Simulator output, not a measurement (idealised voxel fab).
Process module under the name voxel wiring stack
FYI the section here is cut, 300 nm wide, cells are 5 nm squares.
Reading order for cross-sections: top band down to bottom band. Underlying form: a grid of square cells. Band size: one or more rows of cells.
It is stipulated that each band's entry specify, in nanometres, the height of the top of the band and then that of its bottom, followed by the materials of the band in left-to-right sequence, each together with its width in nanometres. A single material marked by the word "everywhere" is understood to fill the band from edge to edge; the word "blank" is understood to denote empty space.
Heights from 0 (as-received wafer is one material below). Bottom band endless downward, as "top 0, no bottom".
When a width is written as two numbers, as in "30->40", the first number is the width in the top row of cells of the band and the second is the width in its bottom row, and the width changes by the same amount from each row to the next.
A step reported as "changes: none" is a step in which no cell of the cross-section changed.
This entry, "Trapped cavities", enumerates those empty regions of no fewer than 8 cells that possess no open connection to the top. Each region is reported in the form width x height at distance, the distance being taken from the left edge, with all three quantities expressed in nm.
What comes after the settings on a step's line is commentary from the simulator itself on that step.
A step's line can hold "overlay nm"; with a mask on that step, the setting says how far right of the planned place the mask lay, while a negative setting says it lay to the left.
Process steps - plan
1 RECEIVE [material Si]
2 CONFORMAL_DEP [material SiO2] [thk nm 15]
3 DIRECTIONAL_DEP [material TiN] [thk nm 5]
4 DIRECTIONAL_DEP [material W] [thk nm 25]
5 DIRECTIONAL_DEP [material aC] [thk nm 15]
6 PATTERN [tone cover] [mask id METAL_1] [material resist] [width nm 20] [pitch nm 35] [thk nm 30] [overlay nm 0]
7 DIRECTIONAL_ETCH [etch materials aC] [depth nm 15]
8 STRIP [etch materials resist]
9 DIRECTIONAL_ETCH [etch materials W] [depth nm 25]
10 DIRECTIONAL_ETCH [etch materials TiN] [depth nm 5]
11 STRIP [etch materials aC]
12 FILL_DEP [material SiO2] [thk nm 10]
13 CMP [height nm 45]
14 CONFORMAL_DEP [material SiCN] [thk nm 5]
15 DIRECTIONAL_DEP [material lowk] [thk nm 20]
16 PATTERN [tone open] [mask id PLUG_1] [material resist] [width nm 15] [thk nm 20] [overlay nm 0]
17 DIRECTIONAL_ETCH [etch materials lowk] [depth nm 20]
18 DIRECTIONAL_ETCH [etch materials SiCN] [depth nm 5]
19 STRIP [etch materials resist]
20 EPI [material Ru] [thk nm 10]
21 EPI [material Ru] [thk nm 10]
22 EPI [material Ru] [thk nm 5]
23 DIRECTIONAL_DEP [material TiN] [thk nm 5]
24 DIRECTIONAL_DEP [material W] [thk nm 25]
25 DIRECTIONAL_DEP [material aC] [thk nm 15]
26 PATTERN [tone cover] [mask id METAL_2] [material resist] [width nm 20] [pitch nm 35] [thk nm 35] [overlay nm 0]
27 DIRECTIONAL_ETCH [etch materials aC] [depth nm 15]
28 STRIP [etch materials resist]
29 DIRECTIONAL_ETCH [etch materials W] [depth nm 25]
30 DIRECTIONAL_ETCH [etch materials TiN] [depth nm 5]
31 STRIP [etch materials aC]
32 CONFORMAL_DEP [material SiN] [thk nm 5]
33 FILL_DEP [material SiO2] [thk nm 5]
34 CMP [height nm 100]
35 CONFORMAL_DEP [material SiCN] [thk nm 5]
36 DIRECTIONAL_DEP [material SiO2] [thk nm 20]
37 PATTERN [tone open] [mask id PLUG_2] [material resist] [width nm 15] [thk nm 20] [overlay nm 0]
38 DIRECTIONAL_ETCH [etch materials SiO2] [depth nm 20]
39 DIRECTIONAL_ETCH [etch materials SiCN] [depth nm 5]
40 STRIP [etch materials resist]
41 EPI [material Ru] [thk nm 10]
42 EPI [material Ru] [thk nm 10]
43 EPI [material Ru] [thk nm 5]
44 DIRECTIONAL_DEP [material TiN] [thk nm 5]
45 DIRECTIONAL_DEP [material Ru] [thk nm 15]
46 MASKED_ETCH [tone cover] [mask id METAL_3] [width nm 20] [pitch nm 35] [etch materials Ru] [depth nm 15] [overlay nm 0]
47 MASKED_ETCH [tone cover] [mask id METAL_3] [width nm 20] [pitch nm 35] [etch materials TiN] [depth nm 5] [overlay nm 0]
48 CONFORMAL_DEP [material SiCN] [thk nm 5]
49 FILL_DEP [material SiO2] [thk nm 5]
50 CMP [height nm 145]
51 CONFORMAL_DEP [material SiCN] [thk nm 5]
Cross-section of the wafer upon arrival, representing the state reached after step 1
> top 0, no bottom  Si everywhere
> Trapped cavities: none
Wafer cross-section at end of module: start and plan as shown above, one execution error
> top 150, bottom 145  SiCN everywhere
> top 145, bottom 130  SiO2 115 nm; SiCN 5 nm; Ru 20 nm; SiCN 5 nm; SiO2 5 nm; SiCN 5 nm; Ru 20 nm; SiCN 5 nm; SiO2 120 nm
> top 130, bottom 125  SiCN 120 nm; TiN 20 nm; SiCN 15 nm; TiN 20 nm; SiCN 125 nm
> top 125, bottom 105  SiO2 115 nm; Ru 25 nm; SiO2 160 nm
> top 105, bottom 100  SiCN 115 nm; Ru 25 nm; SiCN 160 nm
> top 100, bottom 75  SiO2 115 nm; SiN 5 nm; W 20 nm; SiN 5 nm; SiO2 5 nm; SiN 5 nm; W 20 nm; SiN 5 nm; SiO2 120 nm
> top 75, bottom 70  SiN 120 nm; TiN 20 nm; SiN 15 nm; TiN 20 nm; SiN 125 nm
> top 70, bottom 50  lowk 120 nm; Ru 15 nm; lowk 165 nm
> top 50, bottom 45  SiCN 120 nm; Ru 15 nm; SiCN 165 nm
> top 45, bottom 20  SiO2 120 nm; W 20 nm; SiO2 15 nm; W 20 nm; SiO2 125 nm
> top 20, bottom 15  SiO2 120 nm; TiN 20 nm; SiO2 15 nm; TiN 20 nm; SiO2 125 nm
> top 15, bottom 0  SiO2 everywhere
> top 0, no bottom  Si everywhere
> Trapped cavities: none
Finding, execution versus plan: planned and actual differ for step 37; actual: PATTERN [tone open] [mask id PLUG_2] [material resist] [width nm 25] [thk nm 20] [overlay nm 0]
